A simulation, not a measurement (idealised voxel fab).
process module | voxel self aligned vias
For reference, the cross-section in this document is cut, with width 195 nm and square cells of 5 nm.
We lay out every cross-section as a grid of square cells and spell it out in bands from the top down, where one band means one or more rows of cells. It is stipulated that each band's entry specify, in nanometres, the height of the top of the band and then that of its bottom, followed by the materials of the band in left-to-right sequence, each together with its width in nanometres. A single material marked by the word "throughout" is understood to fill the band from edge to edge; the word "blank" is understood to denote empty space. Heights are reckoned from 0. Under this level, the received wafer is all of one material. The bottommost band is open-ended downward, for example "0 nm and below". Width "30..40": first value at the band's top row of cells, second value at its bottom row, equal change from row to row. Where the words "identical to before" appear for a step, the cross-section shows no cell changed by that step; every cell remained as before. "closed voids" lists enclosed empty spaces (at least 8 cells, no open path upward to the top), each as width x height at distance from the left edge, in nm. That trailing text on a step's line, after the settings, is the simulator's own remark on the step. The optional step-line setting "overlay nm" applies to steps with a mask and quantifies how far to the right of its planned location the mask lay, a negative value indicating leftward placement.

The process steps that were planned are listed below:
1) RECEIVE [material Si]
2) CONFORMAL_DEP [material SiO2] [thk nm 10]
3) CONFORMAL_DEP [material SiCN] [thk nm 5]
4) DIRECTIONAL_DEP [material SiO2] [thk nm 30]
5) MASKED_ETCH [tone open] [mask id LINES] [width nm 20] [pitch nm 60] [etch materials SiO2] [depth nm 30] [overlay nm 0]
6) CONFORMAL_DEP [material TiN] [thk nm 5]
7) FILL_DEP [material Ru] [thk nm 10]
8) CMP [height nm 45]
9) SELECTIVE_ETCH [etch materials W Ru TiN] [depth nm 5]
10) FILL_DEP [material SiN] [thk nm 5]
11) CMP [height nm 45]
12) DIRECTIONAL_DEP [material SiO2] [thk nm 20]
13) DIRECTIONAL_DEP [material aC] [thk nm 10]
14) PATTERN [tone open] [mask id VIAS] [material resist] [width nm 40] [pitch nm 60] [thk nm 30] [overlay nm 0]
15) DIRECTIONAL_ETCH [etch materials aC] [depth nm 10]
16) STRIP [etch materials resist]
17) DIRECTIONAL_ETCH [etch materials SiO2] [depth nm 20]
18) DIRECTIONAL_ETCH [etch materials SiN] [depth nm 5]
19) STRIP [etch materials aC]
20) CONFORMAL_DEP [material TiN] [thk nm 5]
21) FILL_DEP [material W] [thk nm 10]
22) CMP [height nm 65]
23) CONFORMAL_DEP [material SiCN] [thk nm 5]

Incoming wafer, cross-sectional view, post step 1:
	0 nm and below = Si throughout
	closed voids: none

The first of two wafers, cross-sectioned at the end of the module, with the run proceeding as planned:
	70 nm to 65 nm = SiCN throughout
	65 nm to 50 nm = SiO2: 45 | TiN: 5 | W: 30 | TiN: 5 | SiO2: 20 | TiN: 5 | W: 30 | TiN: 5 | SiO2: 50
	50 nm to 45 nm = SiO2: 45 | TiN: 15 | W: 10 | TiN: 15 | SiO2: 20 | TiN: 15 | W: 10 | TiN: 15 | SiO2: 50
	45 nm to 40 nm = SiO2: 55 | TiN: 20 | SiO2: 40 | TiN: 20 | SiO2: 60
	40 nm to 20 nm = SiO2: 55 | TiN: 5 | Ru: 10 | TiN: 5 | SiO2: 40 | TiN: 5 | Ru: 10 | TiN: 5 | SiO2: 60
	20 nm to 15 nm = SiO2: 55 | TiN: 20 | SiO2: 40 | TiN: 20 | SiO2: 60
	15 nm to 10 nm = SiCN throughout
	10 nm to 0 nm = SiO2 throughout
	0 nm and below = Si throughout
	closed voids: none

So this is wafer number two of the two, cut at the end of the module - it started where the first did and had the same plan, we just got one thing wrong running it:
	70 nm to 65 nm = SiCN throughout
	65 nm to 50 nm = SiO2: 50 | TiN: 5 | W: 30 | TiN: 5 | SiO2: 20 | TiN: 5 | W: 30 | TiN: 5 | SiO2: 45
	50 nm to 45 nm = SiO2: 50 | TiN: 10 | W: 10 | TiN: 20 | SiO2: 20 | TiN: 10 | W: 10 | TiN: 20 | SiO2: 45
	45 nm to 40 nm = SiO2: 55 | TiN: 20 | SiO2: 40 | TiN: 20 | SiO2: 60
	40 nm to 20 nm = SiO2: 55 | TiN: 5 | Ru: 10 | TiN: 5 | SiO2: 40 | TiN: 5 | Ru: 10 | TiN: 5 | SiO2: 60
	20 nm to 15 nm = SiO2: 55 | TiN: 20 | SiO2: 40 | TiN: 20 | SiO2: 60
	15 nm to 10 nm = SiCN throughout
	10 nm to 0 nm = SiO2 throughout
	0 nm and below = Si throughout
	closed voids: none
What was the processing mistake? contrary to plan, step 14 was performed as PATTERN [tone open] [mask id VIAS] [material resist] [width nm 40] [pitch nm 60] [thk nm 30] [overlay nm 5]
Upon completion, the cell count for each material on the second wafer equals that on the first, whereas the spatial distribution of those cells differs.
